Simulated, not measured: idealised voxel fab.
process module | voxel capacitor over wiring
cross-section cut | 265 nm wide | cells 5 nm
A cross-section is a grid of square cells, given in bands from the top down. A band is one or more rows of cells.
Each band's line starts with the height of the band's top and of its bottom, in nm. Then come its materials from left to right, each with its width in nm. One material with "throughout" fills the band from edge to edge. "air" is empty space.
Height 0 is the level under which the wafer as received is all one material. The lowest band goes on downwards, as in "0 down".
A width such as "30 to 40" changes by the same amount from each row of cells to the next, from the band's top row to its bottom row.
"no change" after a step means that no cell of the cross-section changed.
closed voids: empty space of 8 cells or more with no open way to the top, each as width x height at its distance from the left edge, in nm
after a step's settings: what the simulator itself notes on the step
overlay nm, on a step with a mask: how far to the right of its planned place the mask lay; to the left if negative
plan
1 op RECEIVE | material Si
2 op CONFORMAL_DEP | material SiO2 | thk nm 15
3 op CONFORMAL_DEP | material SiCN | thk nm 5
4 op DIRECTIONAL_DEP | material SiO2 | thk nm 20
5 op MASKED_ETCH | tone open | mask id METAL_1 | width nm 30 | pitch nm 90 | etch materials SiO2 | depth nm 20 | overlay nm 0
6 op MASKED_ETCH | tone open | mask id METAL_1 | width nm 30 | pitch nm 90 | etch materials SiCN | depth nm 5 | overlay nm 0
7 op CONFORMAL_DEP | material TiN | thk nm 5
8 op FILL_DEP | material Cu | thk nm 10
9 op CMP | height nm 40
10 op CONFORMAL_DEP | material SiCN | thk nm 5
11 op DIRECTIONAL_DEP | material lowk | thk nm 15
12 op PATTERN | tone open | mask id PLUG_1 | material resist | width nm 15 | thk nm 20 | overlay nm 0
13 op DIRECTIONAL_ETCH | etch materials lowk | depth nm 15
14 op DIRECTIONAL_ETCH | etch materials SiCN | depth nm 5
15 op STRIP | etch materials resist
16 op EPI | material Ru | thk nm 10
17 op EPI | material Ru | thk nm 10
18 op DIRECTIONAL_DEP | material TiN | thk nm 5
19 op DIRECTIONAL_DEP | material HfO2 | thk nm 5
20 op DIRECTIONAL_DEP | material TiN | thk nm 5
21 op DIRECTIONAL_DEP | material aC | thk nm 15
22 op PATTERN | tone cover | mask id UPPER_PLATE | material resist | width nm 65 | thk nm 30 | overlay nm 0
23 op DIRECTIONAL_ETCH | etch materials aC | depth nm 15
24 op STRIP | etch materials resist
25 op DIRECTIONAL_ETCH | etch materials TiN | depth nm 5
26 op DIRECTIONAL_ETCH | etch materials HfO2 | depth nm 5
27 op STRIP | etch materials aC
28 op MASKED_ETCH | tone cover | mask id LOWER_PLATE | width nm 75 | etch materials TiN | depth nm 5 | overlay nm 0
29 op FILL_DEP | material SiO2 | thk nm 15
30 op CMP | height nm 85
31 op DIRECTIONAL_DEP | material aC | thk nm 15
32 op PATTERN | tone open | mask id PLUG_2 | material resist | width nm 15 | thk nm 30 | overlay nm 0
33 op DIRECTIONAL_ETCH | etch materials aC | depth nm 15
34 op STRIP | etch materials resist
35 op DIRECTIONAL_ETCH | etch materials SiO2 | depth nm 10
36 op STRIP | etch materials aC
37 op CONFORMAL_DEP | material TiN | thk nm 5
38 op FILL_DEP | material Cu | thk nm 5
39 op CMP | height nm 85
40 op CONFORMAL_DEP | material SiCN | thk nm 5
first wafer, as planned
as received, after step 1
  0 down: Si throughout
  closed voids: none
after step 2
  15 to 0: SiO2 throughout
  below 0: unchanged
after step 3
  20 to 15: SiCN throughout
  below 15: unchanged
after step 4
  40 to 20: SiO2 throughout
  below 20: unchanged
after step 5
  40 to 20: SiO2 70 | air 30 | SiO2 60 | air 30 | SiO2 75
  below 20: unchanged
after step 6
  40 to 20: SiO2 70 | air 30 | SiO2 60 | air 30 | SiO2 75
  20 to 15: SiCN 70 | air 30 | SiCN 60 | air 30 | SiCN 75
  below 15: unchanged
after step 7
  45 to 40: TiN 75 | air 20 | TiN 70 | air 20 | TiN 80
  40 to 20: SiO2 70 | TiN 5 | air 20 | TiN 5 | SiO2 60 | TiN 5 | air 20 | TiN 5 | SiO2 75
  20 to 15: SiCN 70 | TiN 30 | SiCN 60 | TiN 30 | SiCN 75
  below 15: unchanged
after step 8
  55 to 45: Cu throughout
  45 to 40: TiN 75 | Cu 20 | TiN 70 | Cu 20 | TiN 80
  40 to 20: SiO2 70 | TiN 5 | Cu 20 | TiN 5 | SiO2 60 | TiN 5 | Cu 20 | TiN 5 | SiO2 75
  below 20: unchanged
after step 9
  40 to 20: SiO2 70 | TiN 5 | Cu 20 | TiN 5 | SiO2 60 | TiN 5 | Cu 20 | TiN 5 | SiO2 75
  below 20: unchanged
after step 10
  45 to 40: SiCN throughout
  below 40: unchanged
after step 11
  60 to 45: lowk throughout
  below 45: unchanged
after step 12
  80 to 60: resist 85 | air 15 | resist 165
  below 60: unchanged
after step 13
  80 to 60: resist 85 | air 15 | resist 165
  60 to 45: lowk 85 | air 15 | lowk 165
  below 45: unchanged
after step 14
  80 to 60: resist 85 | air 15 | resist 165
  60 to 45: lowk 85 | air 15 | lowk 165
  45 to 40: SiCN 85 | air 15 | SiCN 165
  below 40: unchanged
after step 15
  60 to 45: lowk 85 | air 15 | lowk 165
  below 45: unchanged
after step 16
  60 to 50: lowk 85 | air 15 | lowk 165
  50 to 45: lowk 85 | Ru 15 | lowk 165
  45 to 40: SiCN 85 | Ru 15 | SiCN 165
  below 40: unchanged
after step 17
  60 to 45: lowk 85 | Ru 15 | lowk 165
  below 45: unchanged
after step 18
  65 to 60: TiN throughout
  below 60: unchanged
after step 19
  70 to 65: HfO2 throughout
  below 65: unchanged
after step 20
  75 to 70: TiN throughout
  below 70: unchanged
after step 21
  90 to 75: aC throughout
  below 75: unchanged
after step 22
  120 to 90: air 85 | resist 65 | air 115
  below 90: unchanged
after step 23
  105 to 90: air 85 | resist 65 | air 115
  90 to 75: air 85 | aC 65 | air 115
  below 75: unchanged
after step 24
  90 to 75: air 85 | aC 65 | air 115
  below 75: unchanged
after step 25
  90 to 75: air 85 | aC 65 | air 115
  75 to 70: air 85 | TiN 65 | air 115
  below 70: unchanged
after step 26
  90 to 75: air 85 | aC 65 | air 115
  75 to 70: air 85 | TiN 65 | air 115
  70 to 65: air 85 | HfO2 65 | air 115
  below 65: unchanged
after step 27
  75 to 70: air 85 | TiN 65 | air 115
  below 70: unchanged
after step 28
  75 to 70: air 85 | TiN 65 | air 115
  70 to 65: air 85 | HfO2 65 | air 115
  65 to 60: air 80 | TiN 75 | air 110
  below 60: unchanged
after step 29
  90 to 75: SiO2 throughout
  75 to 70: SiO2 85 | TiN 65 | SiO2 115
  70 to 65: SiO2 85 | HfO2 65 | SiO2 115
  65 to 60: SiO2 80 | TiN 75 | SiO2 110
  below 60: unchanged
after step 30
  85 to 75: SiO2 throughout
  below 75: unchanged
after step 31
  100 to 85: aC throughout
  below 85: unchanged
after step 32
  130 to 100: resist 95 | air 15 | resist 155
  below 100: unchanged
after step 33
  115 to 100: resist 95 | air 15 | resist 155
  100 to 85: aC 95 | air 15 | aC 155
  below 85: unchanged
after step 34
  100 to 85: aC 95 | air 15 | aC 155
  below 85: unchanged
after step 35
  100 to 85: aC 95 | air 15 | aC 155
  85 to 75: SiO2 95 | air 15 | SiO2 155
  below 75: unchanged
after step 36
  85 to 75: SiO2 95 | air 15 | SiO2 155
  below 75: unchanged
after step 37
  90 to 85: TiN 100 | air 5 | TiN 160
  85 to 80: SiO2 95 | TiN 5 | air 5 | TiN 5 | SiO2 155
  80 to 70: SiO2 95 to 85 | TiN 15 to 65 | SiO2 155 to 115
  below 70: unchanged
after step 38
  95 to 90: Cu throughout
  90 to 85: TiN 100 | Cu 5 | TiN 160
  85 to 80: SiO2 95 | TiN 5 | Cu 5 | TiN 5 | SiO2 155
  below 80: unchanged
after step 39
  85 to 80: SiO2 95 | TiN 5 | Cu 5 | TiN 5 | SiO2 155
  below 80: unchanged
after step 40
  90 to 85: SiCN throughout
  below 85: unchanged
second wafer: like start, like plan, one mistake. Through step 38 it matches the first wafer
when step 39 should have ended
  75 to 70: SiO2 85 | TiN 65 | SiO2 115
  below 70: unchanged
when step 40 should have ended
  80 to 75: SiCN throughout
  below 75: unchanged
what went wrong: step 39 ran as: op CMP | height nm 75
at the end the second wafer has, in cells: 1 fewer of Cu | 100 fewer of SiO2 | 5 fewer of TiN
